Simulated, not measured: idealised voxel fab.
The process module that follows is named voxel capacitor over wiring.
It is cross-section cut that appears here, measuring 150 nm in width, its square cells being 5 nm in size.
In this document a cross-section is written as a grid of square cells. It is given as a series of bands, listed from the top down, and a band is one or more rows of cells.
The band entry comprises the height of the band's top followed by the height of its bottom, expressed in nm, and subsequently the band's materials from left to right, each stated together with its width in nm. Where a single material is marked with the word "throughout", that material fills the band from edge to edge. The word "air" represents empty space.
Heights from 0 (as-received wafer is one material below). Bottom band endless downward, as "0..down".
The expression "30->40" gives the width at the extremes of the band, the first number at its top row of cells and the second at its bottom row, with the width changing by equal amounts from each row to the next in between.
It should be understood that the words "remains unaltered", when stated for a given step, signify that the cross-section underwent no change in any of its cells during that step.
Any empty space of 8 cells or more lacking an open way to the top shows up in "Voids, fully enclosed" as width x height at distance, distance from the left edge, in nm.
Formally, on a step line, whatever follows the settings is a remark that the simulator itself makes on the step.
The setting "overlay nm" may be written on the line of a step. When the step uses a mask, the value reports how far to the right of the planned place the mask lay, and a negative value reports that it lay to the left.
## The steps planned for the process are as follows
1) RECEIVE (material Si)
2) CONFORMAL_DEP (material SiO2; thk nm 10)
3) DIRECTIONAL_DEP (material TiN; thk nm 5)
4) DIRECTIONAL_DEP (material W; thk nm 15)
5) MASKED_ETCH (tone cover; mask id METAL_1; width nm 30; pitch nm 90; etch materials W; depth nm 15; overlay nm 0)
6) MASKED_ETCH (tone cover; mask id METAL_1; width nm 30; pitch nm 90; etch materials TiN; depth nm 5; overlay nm 0)
7) CONFORMAL_DEP (material SiN; thk nm 5)
8) FILL_DEP (material SiO2; thk nm 5)
9) CMP (height nm 30)
10) CONFORMAL_DEP (material SiCN; thk nm 5)
11) DIRECTIONAL_DEP (material SiO2; thk nm 10)
12) MASKED_ETCH (tone open; mask id PLUG_1; width nm 15; etch materials SiO2; depth nm 10; overlay nm 0)
13) MASKED_ETCH (tone open; mask id PLUG_1; width nm 15; etch materials SiCN; depth nm 5; overlay nm 0)
14) EPI (material Ru; thk nm 10)
15) EPI (material Ru; thk nm 5)
16) DIRECTIONAL_DEP (material TiN; thk nm 5)
17) DIRECTIONAL_DEP (material Al2O3; thk nm 5)
18) DIRECTIONAL_DEP (material TiN; thk nm 10)
19) DIRECTIONAL_DEP (material aC; thk nm 5)
20) PATTERN (tone cover; mask id UPPER_PLATE; material resist; width nm 65; thk nm 30; overlay nm 0)
21) DIRECTIONAL_ETCH (etch materials aC; depth nm 10)
22) STRIP (etch materials resist)
23) DIRECTIONAL_ETCH (etch materials TiN; depth nm 10)
24) DIRECTIONAL_ETCH (etch materials Al2O3; depth nm 5)
25) STRIP (etch materials aC)
26) DIRECTIONAL_DEP (material aC; thk nm 10)
27) PATTERN (tone cover; mask id LOWER_PLATE; material resist; width nm 75; thk nm 30; overlay nm 0)
28) DIRECTIONAL_ETCH (etch materials aC; depth nm 10)
29) STRIP (etch materials resist)
30) DIRECTIONAL_ETCH (etch materials TiN; depth nm 5)
31) STRIP (etch materials aC)
32) FILL_DEP (material SiO2; thk nm 20)
33) CMP (height nm 80)
34) MASKED_ETCH (tone open; mask id PLUG_2; width nm 15; etch materials SiO2; depth nm 15; overlay nm 0)
35) CONFORMAL_DEP (material TiN; thk nm 5)
36) FILL_DEP (material W; thk nm 5)
37) CMP (height nm 80)
38) CONFORMAL_DEP (material SiN; thk nm 5)
It is noted that the wafers described herein are identical at the outset and are distinguished by the thk nm of step 19; the value stated in the plan corresponds to the first wafer.
## first wafer as received, after step 1
0..down = Si throughout
Voids, fully enclosed: none
## End of module: cross-section of the first of several wafers after step 38, the last step
85..80 = SiN throughout
80..70 = 40 of SiO2 | 5 of TiN | 5 of W | 5 of TiN | 95 of SiO2
70..65 = 40 of SiO2 | 15 of TiN | 95 of SiO2
65..55 = 30 of SiO2 | 65 of TiN | 55 of SiO2
55..50 = 30 of SiO2 | 65 of Al2O3 | 55 of SiO2
50..45 = 25 of SiO2 | 75 of TiN | 50 of SiO2
45..35 = 30 of SiO2 | 15 of Ru | 105 of SiO2
35..30 = 30 of SiCN | 15 of Ru | 105 of SiCN
30..15 = 10 of SiO2 | 5 of SiN | 30 of W | 5 of SiN | 50 of SiO2 | 5 of SiN | 30 of W | 5 of SiN | 10 of SiO2
15..10 = 15 of SiN | 30 of TiN | 60 of SiN | 30 of TiN | 15 of SiN
10..0 = SiO2 throughout
0..down = Si throughout
Voids, fully enclosed: none
## last wafer at the end
85..80 = SiN throughout
80..70 = 40 of SiO2 | 5 of TiN | 5 of W | 5 of TiN | 95 of SiO2
70..60 = 40->25 of SiO2 | 15->75 of TiN | 95->50 of SiO2
60..55 = TiN throughout
55..50 = Al2O3 throughout
50..45 = TiN throughout
45..35 = 30 of SiO2 | 15 of Ru | 105 of SiO2
35..30 = 30 of SiCN | 15 of Ru | 105 of SiCN
30..15 = 10 of SiO2 | 5 of SiN | 30 of W | 5 of SiN | 50 of SiO2 | 5 of SiN | 30 of W | 5 of SiN | 10 of SiO2
15..10 = 15 of SiN | 30 of TiN | 60 of SiN | 30 of TiN | 15 of SiN
10..0 = SiO2 throughout
0..down = Si throughout
Voids, fully enclosed: none
## Tabulated below, wafer by wafer, are the end-of-module results: for each material, the number of cells gained (+) or lost (-) relative to the as-received state, followed by the closed voids
thk nm 5, +13 Al2O3, +9 Ru, +27 SiCN, +60 SiN, +303 SiO2, +60 TiN, +38 W, Voids, fully enclosed: none
thk nm 10, +13 Al2O3, +9 Ru, +27 SiCN, +60 SiN, +303 SiO2, +60 TiN, +38 W, Voids, fully enclosed: none
thk nm 15, +30 Al2O3, +9 Ru, +27 SiCN, +60 SiN, +252 SiO2, +94 TiN, +38 W, Voids, fully enclosed: none
thk nm 20, +30 Al2O3, +9 Ru, +27 SiCN, +60 SiN, +252 SiO2, +94 TiN, +38 W, Voids, fully enclosed: none
thk nm 25, +30 Al2O3, +9 Ru, +27 SiCN, +60 SiN, +252 SiO2, +94 TiN, +38 W, Voids, fully enclosed: none
